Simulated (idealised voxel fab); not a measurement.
A process module follows: voxel gate over fins.
The cross-section on display is named cut; it measures 175 nm wide, and its cells are 5 nm squares.
Format of a cross-section: grid, square cells. Given as bands. Order: top down. Band: one or more rows of cells.
Top height, bottom height, nm. Materials left to right, width each, nm. Single material + "full width" = fills band edge to edge. "air" = empty.
The reference from which all heights are counted is 0, the level beneath which the as-received wafer is entirely one material; the lowest band, having no lower bound, proceeds downward and is written after the example "z 0 and below".
It should be noted that a width expressed as "30->40" varies in equal increments from row to row of cells within the band, taking the value of the first number at the top row and that of the second number at the bottom row.
"identical to before" for a step: no cell of the cross-section changed in that step.
"Voids, enclosed" - sealed voids, min. 8 cells, no opening to top; format: width x height at distance (distance from left edge; nm throughout).
What comes after the settings on a step's line is commentary from the simulator itself on that step.
"overlay nm" answers the question of how far to the right of plan the mask lay on a step that has a mask, and when it is negative the answer is to the left.
SET OUT BELOW ARE THE PLANNED STEPS OF THE PROCESS
- 1: op RECEIVE | material Si
- 2: op CONFORMAL_DEP | material SiN | thk nm 10
- 3: op PATTERN | tone cover | mask id FINS | material resist | width nm 15 | pitch nm 35 | thk nm 20 | overlay nm 0
- 4: op DIRECTIONAL_ETCH | etch materials SiN | depth nm 10
- 5: op DIRECTIONAL_ETCH | etch materials Si | depth nm 30
- 6: op STRIP | etch materials resist
- 7: op OXIDIZE | depth nm 5
- 8: op FILL_DEP | material SiO2 | thk nm 15
- 9: op CMP | height nm 10
- 10: op SELECTIVE_ETCH | etch materials SiO2 | depth nm 25
- 11: op STRIP | etch materials SiN
- 12: op CONFORMAL_DEP | material HfO2 | thk nm 5
- 13: op CONFORMAL_DEP | material TiN | thk nm 5
- 14: op CONFORMAL_DEP | material TiAl | thk nm 5
- 15: op CONFORMAL_DEP | material TiN | thk nm 5
- 16: op FILL_DEP | material W | thk nm 15
- 17: op CMP | height nm 30
- 18: op CONFORMAL_DEP | material SiCN | thk nm 10
INCOMING WAFER, CROSS-SECTIONAL VIEW, POST STEP 1
z 0 and below | Si full width
Voids, enclosed: none
SECTIONED VIEW, FIRST OF TWO WAFERS, AT THE CLOSE OF THE MODULE, PROCESSED AS INTENDED IN THE PLAN
z 40 to 30 | SiCN full width
z 30 to 20 | W full width
z 20 to 15 | W 30  TiN 115  W 30
z 15 to 10 | W 30  TiN 5  TiAl 105  TiN 5  W 30
z 10 to 5 | W 30  TiN 5  TiAl 5  TiN 25  TiAl 10  TiN 25  TiAl 10  TiN 25  TiAl 5  TiN 5  W 30
z 5 to 0 | TiN 35  TiAl 5  TiN 5  HfO2 15  TiN 5  TiAl 10  TiN 5  HfO2 15  TiN 5  TiAl 10  TiN 5  HfO2 15  TiN 5  TiAl 5  TiN 35
z 0 to -5 | TiAl 40  TiN 5  HfO2 5  Si 5  HfO2 5  TiN 5  TiAl 10  TiN 5  HfO2 5  Si 5  HfO2 5  TiN 5  TiAl 10  TiN 5  HfO2 5  Si 5  HfO2 5  TiN 5  TiAl 40
z -5 to -10 | TiN 45  HfO2 5  Si 5  HfO2 5  TiN 20  HfO2 5  Si 5  HfO2 5  TiN 20  HfO2 5  Si 5  HfO2 5  TiN 45
z -10 to -15 | HfO2 50  Si 5  HfO2 30  Si 5  HfO2 30  Si 5  HfO2 50
z -15 to -35 | SiO2 50  Si 5  SiO2 30  Si 5  SiO2 30  Si 5  SiO2 50
z -35 and below | Si full width
Voids, enclosed: none
END-OF-MODULE CROSS-SECTION OF THE SECOND WAFER: IDENTICAL STARTING POINT AND PROCESS PLAN TO THE FIRST, WITH ONE PROCESSING MISTAKE
z 40 to 30 | SiCN full width
z 30 to 20 | W full width
z 20 to 15 | W 30  TiN 120  W 25
z 15 to 10 | W 30  TiN 5  TiAl 110  TiN 5  W 25
z 10 to 5 | W 30  TiN 5  TiAl 5  TiN 30  TiAl 5  TiN 30  TiAl 5  TiN 30  TiAl 5  TiN 5  W 25
z 5 to 0 | TiN 35  TiAl 5  TiN 5  HfO2 20  TiN 5  TiAl 5  TiN 5  HfO2 20  TiN 5  TiAl 5  TiN 5  HfO2 20  TiN 5  TiAl 5  TiN 30
z 0 to -5 | TiAl 40  TiN 5  HfO2 5  Si 10  HfO2 5  TiN 5  TiAl 5  TiN 5  HfO2 5  Si 10  HfO2 5  TiN 5  TiAl 5  TiN 5  HfO2 5  Si 10  HfO2 5  TiN 5  TiAl 35
z -5 to -10 | TiN 45  HfO2 5  Si 10  HfO2 5  TiN 15  HfO2 5  Si 10  HfO2 5  TiN 15  HfO2 5  Si 10  HfO2 5  TiN 40
z -10 to -15 | HfO2 50  Si 10  HfO2 25  Si 10  HfO2 25  Si 10  HfO2 45
z -15 to -35 | SiO2 50  Si 10  SiO2 25  Si 10  SiO2 25  Si 10  SiO2 45
z -35 and below | Si full width
Voids, enclosed: none
Run error: note that step 3 departed from the planned setting and was carried out as op PATTERN | tone cover | mask id FINS | material resist | width nm 20 | pitch nm 35 | thk nm 20 | overlay nm 0
Count the cells at the end and the second wafer has more or fewer of some materials than the first: +21 Si, -12 SiO2, -6 TiAl, -3 W
